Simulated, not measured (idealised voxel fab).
Process module in this document: voxel wiring stack
The cross-section shown here is cut; it is 250 nm wide and divided into square cells measuring 5 nm on a side.
Square cells in a grid make up a cross-section in this document, and the grid is given as bands, listed from the top down, each one or more rows of cells.
First you get the band's top height and its bottom height, in nm, and then the materials it's made of, left to right, with each width in nm. If you see a single material with "everywhere", that one covers the band edge to edge. "empty" is empty space.
Heights are expressed relative to 0, this being the level below which the as-received wafer comprises one material exclusively. The lowest band is unbounded in the downward direction and is denoted as in "0..down".
Width "30->40": first value at the band's top row of cells, second value at its bottom row, equal change from row to row.
Key: "no change occurred" - step with no changed cell in the cross-section.
Any empty space of 8 cells or more lacking an open way to the top shows up in "Tabulated closed voids" as width x height at distance, distance from the left edge, in nm.
If you see something after the settings on a step's line, that's the simulator's own remark about that step.
overlay nm: right-of-plan distance of the mask on a masked step; negative values mean left-of-plan.

The steps planned for the process are as follows:
1) RECEIVE: material Si
2) CONFORMAL_DEP: material SiO2, thk nm 10
3) DIRECTIONAL_DEP: material TiN, thk nm 5
4) DIRECTIONAL_DEP: material Ru, thk nm 20
5) DIRECTIONAL_DEP: material aC, thk nm 15
6) PATTERN: tone cover, mask id METAL_1, material resist, width nm 30, pitch nm 55, thk nm 30, overlay nm 0
7) DIRECTIONAL_ETCH: etch materials aC, depth nm 15
8) STRIP: etch materials resist
9) DIRECTIONAL_ETCH: etch materials Ru, depth nm 20
10) DIRECTIONAL_ETCH: etch materials TiN, depth nm 5
11) STRIP: etch materials aC
12) FILL_DEP: material SiO2, thk nm 5
13) CMP: height nm 35
14) CONFORMAL_DEP: material SiCN, thk nm 5
15) DIRECTIONAL_DEP: material SiO2, thk nm 10
16) PATTERN: tone open, mask id PLUG_1, material resist, width nm 15, pitch nm 55, thk nm 15, overlay nm 0
17) DIRECTIONAL_ETCH: etch materials SiO2, depth nm 10
18) DIRECTIONAL_ETCH: etch materials SiCN, depth nm 5
19) STRIP: etch materials resist
20) CONFORMAL_DEP: material TiN, thk nm 5
21) FILL_DEP: material W, thk nm 10
22) CMP: height nm 50
23) DIRECTIONAL_DEP: material TiN, thk nm 5
24) DIRECTIONAL_DEP: material W, thk nm 20
25) PATTERN: tone cover, mask id METAL_2, material resist, width nm 30, pitch nm 55, thk nm 15, overlay nm 0
26) DIRECTIONAL_ETCH: etch materials W, depth nm 20
27) DIRECTIONAL_ETCH: etch materials TiN, depth nm 5
28) STRIP: etch materials resist
29) CONFORMAL_DEP: material SiCN, thk nm 5
30) FILL_DEP: material SiO2, thk nm 10
31) CMP: height nm 75
32) CONFORMAL_DEP: material SiCN, thk nm 5
33) DIRECTIONAL_DEP: material SiO2, thk nm 30
34) DIRECTIONAL_DEP: material aC, thk nm 10
35) PATTERN: tone open, mask id METAL_3, material resist, width nm 30, pitch nm 55, thk nm 25, overlay nm 0
36) DIRECTIONAL_ETCH: etch materials aC, depth nm 10
37) STRIP: etch materials resist
38) DIRECTIONAL_ETCH: etch materials SiO2, depth nm 15
39) STRIP: etch materials aC
40) PATTERN: tone open, mask id METAL_3_HOLES, material resist, width nm 15, pitch nm 55, thk nm 15, overlay nm 0
41) DIRECTIONAL_ETCH: etch materials SiO2, depth nm 15
42) DIRECTIONAL_ETCH: etch materials SiCN, depth nm 5
43) STRIP: etch materials resist
44) CONFORMAL_DEP: material TiN, thk nm 5
45) FILL_DEP: material Cu, thk nm 10
46) CMP: height nm 110
47) CONFORMAL_DEP: material SiCN, thk nm 5

So, the first of our two wafers, run just as we planned it:

The cross-section here shows the wafer as received, i.e. in its state after step 1:
    0..down | Si everywhere
    Tabulated closed voids: none

Step 2 complete: cross-section through the wafer:
    10..0 | SiO2 everywhere
    Note: structure below 0 unchanged.

Step 3 complete: cross-section through the wafer:
    15..10 | TiN everywhere
    Note: structure below 10 unchanged.

Step 4 complete: cross-section through the wafer:
    35..15 | Ru everywhere
    Note: structure below 15 unchanged.

Step 5 complete: cross-section through the wafer:
    50..35 | aC everywhere
    Note: structure below 35 unchanged.

Step 6 complete: cross-section through the wafer:
    80..50 | 55 empty, 30 resist, 25 empty, 30 resist, 25 empty, 30 resist, 55 empty
    Note: structure below 50 unchanged.

Step 7 complete: cross-section through the wafer:
    65..50 | 55 empty, 30 resist, 25 empty, 30 resist, 25 empty, 30 resist, 55 empty
    50..35 | 55 empty, 30 aC, 25 empty, 30 aC, 25 empty, 30 aC, 55 empty
    Note: structure below 35 unchanged.

Step 8 complete: cross-section through the wafer:
    50..35 | 55 empty, 30 aC, 25 empty, 30 aC, 25 empty, 30 aC, 55 empty
    Note: structure below 35 unchanged.

Step 9 complete: cross-section through the wafer:
    50..35 | 55 empty, 30 aC, 25 empty, 30 aC, 25 empty, 30 aC, 55 empty
    35..15 | 55 empty, 30 Ru, 25 empty, 30 Ru, 25 empty, 30 Ru, 55 empty
    Note: structure below 15 unchanged.

Step 10 complete: cross-section through the wafer:
    50..35 | 55 empty, 30 aC, 25 empty, 30 aC, 25 empty, 30 aC, 55 empty
    35..15 | 55 empty, 30 Ru, 25 empty, 30 Ru, 25 empty, 30 Ru, 55 empty
    15..10 | 55 empty, 30 TiN, 25 empty, 30 TiN, 25 empty, 30 TiN, 55 empty
    Note: structure below 10 unchanged.

Step 11 complete: cross-section through the wafer:
    35..15 | 55 empty, 30 Ru, 25 empty, 30 Ru, 25 empty, 30 Ru, 55 empty
    Note: structure below 15 unchanged.

Step 12 complete: cross-section through the wafer:
    40..35 | SiO2 everywhere
    35..15 | 55 SiO2, 30 Ru, 25 SiO2, 30 Ru, 25 SiO2, 30 Ru, 55 SiO2
    15..10 | 55 SiO2, 30 TiN, 25 SiO2, 30 TiN, 25 SiO2, 30 TiN, 55 SiO2
    Note: structure below 10 unchanged.

Step 13 complete: cross-section through the wafer:
    35..15 | 55 SiO2, 30 Ru, 25 SiO2, 30 Ru, 25 SiO2, 30 Ru, 55 SiO2
    Note: structure below 15 unchanged.

Step 14 complete: cross-section through the wafer:
    40..35 | SiCN everywhere
    Note: structure below 35 unchanged.

Step 15 complete: cross-section through the wafer:
    50..40 | SiO2 everywhere
    Note: structure below 40 unchanged.

Step 16 complete: cross-section through the wafer:
    65..50 | 55 resist, 15 empty, 40 resist, 15 empty, 40 resist, 15 empty, 70 resist
    Note: structure below 50 unchanged.

Step 17 complete: cross-section through the wafer:
    65..50 | 55 resist, 15 empty, 40 resist, 15 empty, 40 resist, 15 empty, 70 resist
    50..40 | 55 SiO2, 15 empty, 40 SiO2, 15 empty, 40 SiO2, 15 empty, 70 SiO2
    Note: structure below 40 unchanged.

Step 18 complete: cross-section through the wafer:
    65..50 | 55 resist, 15 empty, 40 resist, 15 empty, 40 resist, 15 empty, 70 resist
    50..40 | 55 SiO2, 15 empty, 40 SiO2, 15 empty, 40 SiO2, 15 empty, 70 SiO2
    40..35 | 55 SiCN, 15 empty, 40 SiCN, 15 empty, 40 SiCN, 15 empty, 70 SiCN
    Note: structure below 35 unchanged.

Step 19 complete: cross-section through the wafer:
    50..40 | 55 SiO2, 15 empty, 40 SiO2, 15 empty, 40 SiO2, 15 empty, 70 SiO2
    Note: structure below 40 unchanged.

Step 20 complete: cross-section through the wafer:
    55..50 | 60 TiN, 5 empty, 50 TiN, 5 empty, 50 TiN, 5 empty, 75 TiN
    50..40 | 55 SiO2, 5 TiN, 5 empty, 5 TiN, 40 SiO2, 5 TiN, 5 empty, 5 TiN, 40 SiO2, 5 TiN, 5 empty, 5 TiN, 70 SiO2
    40..35 | 55 SiCN, 15 TiN, 40 SiCN, 15 TiN, 40 SiCN, 15 TiN, 70 SiCN
    Note: structure below 35 unchanged.

Step 21 complete: cross-section through the wafer:
    65..55 | W everywhere
    55..50 | 60 TiN, 5 W, 50 TiN, 5 W, 50 TiN, 5 W, 75 TiN
    50..40 | 55 SiO2, 5 TiN, 5 W, 5 TiN, 40 SiO2, 5 TiN, 5 W, 5 TiN, 40 SiO2, 5 TiN, 5 W, 5 TiN, 70 SiO2
    Note: structure below 40 unchanged.

Step 22 complete: cross-section through the wafer:
    50..40 | 55 SiO2, 5 TiN, 5 W, 5 TiN, 40 SiO2, 5 TiN, 5 W, 5 TiN, 40 SiO2, 5 TiN, 5 W, 5 TiN, 70 SiO2
    Note: structure below 40 unchanged.

Step 23 complete: cross-section through the wafer:
    55..50 | TiN everywhere
    Note: structure below 50 unchanged.

Step 24 complete: cross-section through the wafer:
    75..55 | W everywhere
    Note: structure below 55 unchanged.

Step 25 complete: cross-section through the wafer:
    90..75 | 55 empty, 30 resist, 25 empty, 30 resist, 25 empty, 30 resist, 55 empty
    Note: structure below 75 unchanged.

Step 26 complete: cross-section through the wafer:
    90..75 | 55 empty, 30 resist, 25 empty, 30 resist, 25 empty, 30 resist, 55 empty
    75..55 | 55 empty, 30 W, 25 empty, 30 W, 25 empty, 30 W, 55 empty
    Note: structure below 55 unchanged.

Step 27 complete: cross-section through the wafer:
    90..75 | 55 empty, 30 resist, 25 empty, 30 resist, 25 empty, 30 resist, 55 empty
    75..55 | 55 empty, 30 W, 25 empty, 30 W, 25 empty, 30 W, 55 empty
    55..50 | 55 empty, 30 TiN, 25 empty, 30 TiN, 25 empty, 30 TiN, 55 empty
    Note: structure below 50 unchanged.

Step 28 complete: cross-section through the wafer:
    75..55 | 55 empty, 30 W, 25 empty, 30 W, 25 empty, 30 W, 55 empty
    Note: structure below 55 unchanged.

Step 29 complete: cross-section through the wafer:
    80..75 | 50 empty, 40 SiCN, 15 empty, 40 SiCN, 15 empty, 40 SiCN, 50 empty
    75..55 | 50 empty, 5 SiCN, 30 W, 5 SiCN, 15 empty, 5 SiCN, 30 W, 5 SiCN, 15 empty, 5 SiCN, 30 W, 5 SiCN, 50 empty
    55..50 | 55 SiCN, 30 TiN, 25 SiCN, 30 TiN, 25 SiCN, 30 TiN, 55 SiCN
    Note: structure below 50 unchanged.

Step 30 complete: cross-section through the wafer:
    90..80 | SiO2 everywhere
    80..75 | 50 SiO2, 40 SiCN, 15 SiO2, 40 SiCN, 15 SiO2, 40 SiCN, 50 SiO2
    75..55 | 50 SiO2, 5 SiCN, 30 W, 5 SiCN, 15 SiO2, 5 SiCN, 30 W, 5 SiCN, 15 SiO2, 5 SiCN, 30 W, 5 SiCN, 50 SiO2
    Note: structure below 55 unchanged.

Step 31 complete: cross-section through the wafer:
    75..55 | 50 SiO2, 5 SiCN, 30 W, 5 SiCN, 15 SiO2, 5 SiCN, 30 W, 5 SiCN, 15 SiO2, 5 SiCN, 30 W, 5 SiCN, 50 SiO2
    Note: structure below 55 unchanged.

Step 32 complete: cross-section through the wafer:
    80..75 | SiCN everywhere
    Note: structure below 75 unchanged.

Step 33 complete: cross-section through the wafer:
    110..80 | SiO2 everywhere
    Note: structure below 80 unchanged.

Step 34 complete: cross-section through the wafer:
    120..110 | aC everywhere
    Note: structure below 110 unchanged.

Step 35 complete: cross-section through the wafer:
    145..120 | 55 resist, 30 empty, 25 resist, 30 empty, 25 resist, 30 empty, 55 resist
    Note: structure below 120 unchanged.

Step 36 complete: cross-section through the wafer:
    135..120 | 55 resist, 30 empty, 25 resist, 30 empty, 25 resist, 30 empty, 55 resist
    120..110 | 55 aC, 30 empty, 25 aC, 30 empty, 25 aC, 30 empty, 55 aC
    Note: structure below 110 unchanged.

Step 37 complete: cross-section through the wafer:
    120..110 | 55 aC, 30 empty, 25 aC, 30 empty, 25 aC, 30 empty, 55 aC
    Note: structure below 110 unchanged.

Step 38 complete: cross-section through the wafer:
    120..110 | 55 aC, 30 empty, 25 aC, 30 empty, 25 aC, 30 empty, 55 aC
    110..95 | 55 SiO2, 30 empty, 25 SiO2, 30 empty, 25 SiO2, 30 empty, 55 SiO2
    Note: structure below 95 unchanged.

Step 39 complete: cross-section through the wafer:
    110..95 | 55 SiO2, 30 empty, 25 SiO2, 30 empty, 25 SiO2, 30 empty, 55 SiO2
    Note: structure below 95 unchanged.

Step 40 complete: cross-section through the wafer:
    125..110 | 55 resist, 15 empty, 40 resist, 15 empty, 40 resist, 15 empty, 70 resist
    110..95 | 55 SiO2, 15 empty, 15 resist, 25 SiO2, 15 empty, 15 resist, 25 SiO2, 15 empty, 15 resist, 55 SiO2
    Note: structure below 95 unchanged.

Step 41 complete: cross-section through the wafer:
    125..110 | 55 resist, 15 empty, 40 resist, 15 empty, 40 resist, 15 empty, 70 resist
    110..95 | 55 SiO2, 15 empty, 15 resist, 25 SiO2, 15 empty, 15 resist, 25 SiO2, 15 empty, 15 resist, 55 SiO2
    95..80 | 55 SiO2, 15 empty, 40 SiO2, 15 empty, 40 SiO2, 15 empty, 70 SiO2
    Note: structure below 80 unchanged.

Step 42 complete: cross-section through the wafer:
    125..110 | 55 resist, 15 empty, 40 resist, 15 empty, 40 resist, 15 empty, 70 resist
    110..95 | 55 SiO2, 15 empty, 15 resist, 25 SiO2, 15 empty, 15 resist, 25 SiO2, 15 empty, 15 resist, 55 SiO2
    95..80 | 55 SiO2, 15 empty, 40 SiO2, 15 empty, 40 SiO2, 15 empty, 70 SiO2
    80..75 | 55 SiCN, 15 empty, 40 SiCN, 15 empty, 40 SiCN, 15 empty, 70 SiCN
    Note: structure below 75 unchanged.

Step 43 complete: cross-section through the wafer:
    110..95 | 55 SiO2, 30 empty, 25 SiO2, 30 empty, 25 SiO2, 30 empty, 55 SiO2
    Note: structure below 95 unchanged.

Step 44 complete: cross-section through the wafer:
    115..110 | 60 TiN, 20 empty, 35 TiN, 20 empty, 35 TiN, 20 empty, 60 TiN
    110..100 | 55 SiO2, 5 TiN, 20 empty, 5 TiN, 25 SiO2, 5 TiN, 20 empty, 5 TiN, 25 SiO2, 5 TiN, 20 empty, 5 TiN, 55 SiO2
    100..95 | 55 SiO2, 5 TiN, 5 empty, 20 TiN, 25 SiO2, 5 TiN, 5 empty, 20 TiN, 25 SiO2, 5 TiN, 5 empty, 20 TiN, 55 SiO2
    95..80 | 55 SiO2, 5 TiN, 5 empty, 5 TiN, 40 SiO2, 5 TiN, 5 empty, 5 TiN, 40 SiO2, 5 TiN, 5 empty, 5 TiN, 70 SiO2
    80..75 | 55 SiCN, 15 TiN, 40 SiCN, 15 TiN, 40 SiCN, 15 TiN, 70 SiCN
    Note: structure below 75 unchanged.

Step 45 complete: cross-section through the wafer:
    125..115 | Cu everywhere
    115..110 | 60 TiN, 20 Cu, 35 TiN, 20 Cu, 35 TiN, 20 Cu, 60 TiN
    110..100 | 55 SiO2, 5 TiN, 20 Cu, 5 TiN, 25 SiO2, 5 TiN, 20 Cu, 5 TiN, 25 SiO2, 5 TiN, 20 Cu, 5 TiN, 55 SiO2
    100..95 | 55 SiO2, 5 TiN, 5 Cu, 20 TiN, 25 SiO2, 5 TiN, 5 Cu, 20 TiN, 25 SiO2, 5 TiN, 5 Cu, 20 TiN, 55 SiO2
    95..80 | 55 SiO2, 5 TiN, 5 Cu, 5 TiN, 40 SiO2, 5 TiN, 5 Cu, 5 TiN, 40 SiO2, 5 TiN, 5 Cu, 5 TiN, 70 SiO2
    Note: structure below 80 unchanged.

Step 46 complete: cross-section through the wafer:
    110..100 | 55 SiO2, 5 TiN, 20 Cu, 5 TiN, 25 SiO2, 5 TiN, 20 Cu, 5 TiN, 25 SiO2, 5 TiN, 20 Cu, 5 TiN, 55 SiO2
    Note: structure below 100 unchanged.

Step 47 complete: cross-section through the wafer:
    115..110 | SiCN everywhere
    Note: structure below 110 unchanged.

Second wafer, same starting state and plan as the first, one mistake in the run, identical through step 24:

Cross-section of the second wafer at the time by which step 25 should have been completed according to the plan:
    90..75 | 55 resist, 30 empty, 25 resist, 30 empty, 25 resist, 30 empty, 55 resist
    Note: structure below 75 unchanged.

Cross-section of the second wafer at the time by which step 26 should have been completed according to the plan:
    90..75 | 55 resist, 30 empty, 25 resist, 30 empty, 25 resist, 30 empty, 55 resist
    75..55 | 55 W, 30 empty, 25 W, 30 empty, 25 W, 30 empty, 55 W
    Note: structure below 55 unchanged.

Cross-section of the second wafer at the time by which step 27 should have been completed according to the plan:
    90..75 | 55 resist, 30 empty, 25 resist, 30 empty, 25 resist, 30 empty, 55 resist
    75..55 | 55 W, 30 empty, 25 W, 30 empty, 25 W, 30 empty, 55 W
    55..50 | 55 TiN, 30 empty, 25 TiN, 30 empty, 25 TiN, 30 empty, 55 TiN
    Note: structure below 50 unchanged.

Cross-section of the second wafer at the time by which step 28 should have been completed according to the plan:
    75..55 | 55 W, 30 empty, 25 W, 30 empty, 25 W, 30 empty, 55 W
    Note: structure below 55 unchanged.

Cross-section of the second wafer at the time by which step 29 should have been completed according to the plan:
    80..75 | 60 SiCN, 20 empty, 35 SiCN, 20 empty, 35 SiCN, 20 empty, 60 SiCN
    75..55 | 55 W, 5 SiCN, 20 empty, 5 SiCN, 25 W, 5 SiCN, 20 empty, 5 SiCN, 25 W, 5 SiCN, 20 empty, 5 SiCN, 55 W
    55..50 | 55 TiN, 30 SiCN, 25 TiN, 30 SiCN, 25 TiN, 30 SiCN, 55 TiN
    Note: structure below 50 unchanged.

Cross-section of the second wafer at the time by which step 30 should have been completed according to the plan:
    90..80 | SiO2 everywhere
    80..75 | 60 SiCN, 20 SiO2, 35 SiCN, 20 SiO2, 35 SiCN, 20 SiO2, 60 SiCN
    75..55 | 55 W, 5 SiCN, 20 SiO2, 5 SiCN, 25 W, 5 SiCN, 20 SiO2, 5 SiCN, 25 W, 5 SiCN, 20 SiO2, 5 SiCN, 55 W
    Note: structure below 55 unchanged.

Cross-section of the second wafer at the time by which step 31 should have been completed according to the plan:
    75..55 | 55 W, 5 SiCN, 20 SiO2, 5 SiCN, 25 W, 5 SiCN, 20 SiO2, 5 SiCN, 25 W, 5 SiCN, 20 SiO2, 5 SiCN, 55 W
    Note: structure below 55 unchanged.

Cross-section of the second wafer at the time by which step 32 should have been completed according to the plan:
    80..75 | SiCN everywhere
    Note: structure below 75 unchanged.

Cross-section of the second wafer at the time by which step 33 should have been completed according to the plan:
    110..80 | SiO2 everywhere
    Note: structure below 80 unchanged.

Cross-section of the second wafer at the time by which step 34 should have been completed according to the plan:
    120..110 | aC everywhere
    Note: structure below 110 unchanged.

Cross-section of the second wafer at the time by which step 35 should have been completed according to the plan:
    145..120 | 55 resist, 30 empty, 25 resist, 30 empty, 25 resist, 30 empty, 55 resist
    Note: structure below 120 unchanged.

Cross-section of the second wafer at the time by which step 36 should have been completed according to the plan:
    135..120 | 55 resist, 30 empty, 25 resist, 30 empty, 25 resist, 30 empty, 55 resist
    120..110 | 55 aC, 30 empty, 25 aC, 30 empty, 25 aC, 30 empty, 55 aC
    Note: structure below 110 unchanged.

Cross-section of the second wafer at the time by which step 37 should have been completed according to the plan:
    120..110 | 55 aC, 30 empty, 25 aC, 30 empty, 25 aC, 30 empty, 55 aC
    Note: structure below 110 unchanged.

Cross-section of the second wafer at the time by which step 38 should have been completed according to the plan:
    120..110 | 55 aC, 30 empty, 25 aC, 30 empty, 25 aC, 30 empty, 55 aC
    110..95 | 55 SiO2, 30 empty, 25 SiO2, 30 empty, 25 SiO2, 30 empty, 55 SiO2
    Note: structure below 95 unchanged.

Cross-section of the second wafer at the time by which step 39 should have been completed according to the plan:
    110..95 | 55 SiO2, 30 empty, 25 SiO2, 30 empty, 25 SiO2, 30 empty, 55 SiO2
    Note: structure below 95 unchanged.

Cross-section of the second wafer at the time by which step 40 should have been completed according to the plan:
    125..110 | 55 resist, 15 empty, 40 resist, 15 empty, 40 resist, 15 empty, 70 resist
    110..95 | 55 SiO2, 15 empty, 15 resist, 25 SiO2, 15 empty, 15 resist, 25 SiO2, 15 empty, 15 resist, 55 SiO2
    Note: structure below 95 unchanged.

Cross-section of the second wafer at the time by which step 41 should have been completed according to the plan:
    125..110 | 55 resist, 15 empty, 40 resist, 15 empty, 40 resist, 15 empty, 70 resist
    110..95 | 55 SiO2, 15 empty, 15 resist, 25 SiO2, 15 empty, 15 resist, 25 SiO2, 15 empty, 15 resist, 55 SiO2
    95..80 | 55 SiO2, 15 empty, 40 SiO2, 15 empty, 40 SiO2, 15 empty, 70 SiO2
    Note: structure below 80 unchanged.

Cross-section of the second wafer at the time by which step 42 should have been completed according to the plan:
    125..110 | 55 resist, 15 empty, 40 resist, 15 empty, 40 resist, 15 empty, 70 resist
    110..95 | 55 SiO2, 15 empty, 15 resist, 25 SiO2, 15 empty, 15 resist, 25 SiO2, 15 empty, 15 resist, 55 SiO2
    95..80 | 55 SiO2, 15 empty, 40 SiO2, 15 empty, 40 SiO2, 15 empty, 70 SiO2
    80..75 | 55 SiCN, 15 empty, 40 SiCN, 15 empty, 40 SiCN, 15 empty, 70 SiCN
    Note: structure below 75 unchanged.

Cross-section of the second wafer at the time by which step 43 should have been completed according to the plan:
    110..95 | 55 SiO2, 30 empty, 25 SiO2, 30 empty, 25 SiO2, 30 empty, 55 SiO2
    Note: structure below 95 unchanged.

Cross-section of the second wafer at the time by which step 44 should have been completed according to the plan:
    115..110 | 60 TiN, 20 empty, 35 TiN, 20 empty, 35 TiN, 20 empty, 60 TiN
    110..100 | 55 SiO2, 5 TiN, 20 empty, 5 TiN, 25 SiO2, 5 TiN, 20 empty, 5 TiN, 25 SiO2, 5 TiN, 20 empty, 5 TiN, 55 SiO2
    100..95 | 55 SiO2, 5 TiN, 5 empty, 20 TiN, 25 SiO2, 5 TiN, 5 empty, 20 TiN, 25 SiO2, 5 TiN, 5 empty, 20 TiN, 55 SiO2
    95..80 | 55 SiO2, 5 TiN, 5 empty, 5 TiN, 40 SiO2, 5 TiN, 5 empty, 5 TiN, 40 SiO2, 5 TiN, 5 empty, 5 TiN, 70 SiO2
    80..75 | 55 SiCN, 15 TiN, 40 SiCN, 15 TiN, 40 SiCN, 15 TiN, 70 SiCN
    Note: structure below 75 unchanged.

Cross-section of the second wafer at the time by which step 45 should have been completed according to the plan:
    125..115 | Cu everywhere
    115..110 | 60 TiN, 20 Cu, 35 TiN, 20 Cu, 35 TiN, 20 Cu, 60 TiN
    110..100 | 55 SiO2, 5 TiN, 20 Cu, 5 TiN, 25 SiO2, 5 TiN, 20 Cu, 5 TiN, 25 SiO2, 5 TiN, 20 Cu, 5 TiN, 55 SiO2
    100..95 | 55 SiO2, 5 TiN, 5 Cu, 20 TiN, 25 SiO2, 5 TiN, 5 Cu, 20 TiN, 25 SiO2, 5 TiN, 5 Cu, 20 TiN, 55 SiO2
    95..80 | 55 SiO2, 5 TiN, 5 Cu, 5 TiN, 40 SiO2, 5 TiN, 5 Cu, 5 TiN, 40 SiO2, 5 TiN, 5 Cu, 5 TiN, 70 SiO2
    Note: structure below 80 unchanged.

Cross-section of the second wafer at the time by which step 46 should have been completed according to the plan:
    110..100 | 55 SiO2, 5 TiN, 20 Cu, 5 TiN, 25 SiO2, 5 TiN, 20 Cu, 5 TiN, 25 SiO2, 5 TiN, 20 Cu, 5 TiN, 55 SiO2
    Note: structure below 100 unchanged.

Cross-section of the second wafer at the time by which step 47 should have been completed according to the plan:
    115..110 | SiCN everywhere
    Note: structure below 110 unchanged.
Which mistake was made when the wafer was run? planned and actual differ for step 25; actual: PATTERN: tone open, mask id METAL_2, material resist, width nm 30, pitch nm 55, thk nm 15, overlay nm 0
FYI, end of process, the second wafer has more or fewer cells of some materials than the first: SiCN: 14 fewer | SiO2: 56 fewer | TiN: 14 more | W: 56 more
